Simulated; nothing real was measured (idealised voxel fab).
The name of this process module is voxel double patterning.
FYI the section here is cut, 175 nm wide, cells are 5 nm squares.
Cross-section layout: square cells on a grid; listed as bands, top to bottom; a band spans one or more cell rows.
Top height, bottom height, nm. Materials left to right, width each, nm. Single material + "everywhere" = fills band edge to edge. "blank" = empty.
We count height from 0. Below that, the starting wafer is all one material. The lowest band never ends at the bottom but goes on down; see "0..down" for how that is written.
A width given as "30..40" starts at the first number in the band's top row and ends at the second number in its bottom row, shifting by an equal amount at every step from row to row.
"nothing different" (step): cross-section cells unchanged, all of them.
Look at "Closed void list" for the closed voids: empty spaces with no open path to the top, sized 8 cells or up. Each is width x height at distance, distance from the left edge, all nm.
The remark found on a step's line after its settings is issued by the simulator itself and pertains to that step.
overlay nm: step with mask; distance mask lay right of planned place; negative value = left of planned place.
Below is the list of planned process steps
1: RECEIVE (material Si)
2: CONFORMAL_DEP (material SiN; thk nm 10)
3: DIRECTIONAL_DEP (material SiO2; thk nm 20)
4: DIRECTIONAL_DEP (material SiCN; thk nm 10)
5: MASKED_ETCH (tone open; mask id FIRST; width nm 15; pitch nm 50; etch materials SiCN; depth nm 10; overlay nm 0)
6: DIRECTIONAL_DEP (material aC; thk nm 15)
7: PATTERN (tone open; mask id SECOND; material resist; width nm 15; thk nm 35; overlay nm -15)
8: DIRECTIONAL_ETCH (etch materials aC; depth nm 15)
9: STRIP (etch materials resist)
10: DIRECTIONAL_ETCH (etch materials SiCN; depth nm 10)
11: STRIP (etch materials aC)
12: DIRECTIONAL_ETCH (etch materials SiO2; depth nm 20)
13: STRIP (etch materials SiCN)
Heads up: all these wafers start the same, and what changes between them is the overlay nm in step 7. The value you see in the plan is just what the first wafer got.
Cross-section of the first incoming wafer of several, state after step 1
0..down  Si everywhere
Closed void list: none
First wafer of several, cross-section, module end, after step 13 (last)
30..10  55 of SiO2; 25 of blank; 25 of SiO2; 15 of blank; 55 of SiO2
10..0  SiN everywhere
0..down  Si everywhere
Closed void list: none
Cross-section of the final wafer among several, taken at the end of the module
30..10  55 of SiO2; 15 of blank; 25 of SiO2; 25 of blank; 55 of SiO2
10..0  SiN everywhere
0..down  Si everywhere
Closed void list: none
Wafer rows; end of module; cells per material since receipt: (+) gained, (-) lost; then closed voids
overlay nm -15, +70 SiN, +108 SiO2, Closed void list: none
overlay nm -10, +70 SiN, +104 SiO2, Closed void list: none
overlay nm -5, +70 SiN, +104 SiO2, Closed void list: none
overlay nm 0, +70 SiN, +104 SiO2, Closed void list: none
overlay nm 5, +70 SiN, +104 SiO2, Closed void list: none
overlay nm 10, +70 SiN, +104 SiO2, Closed void list: none
overlay nm 15, +70 SiN, +108 SiO2, Closed void list: none
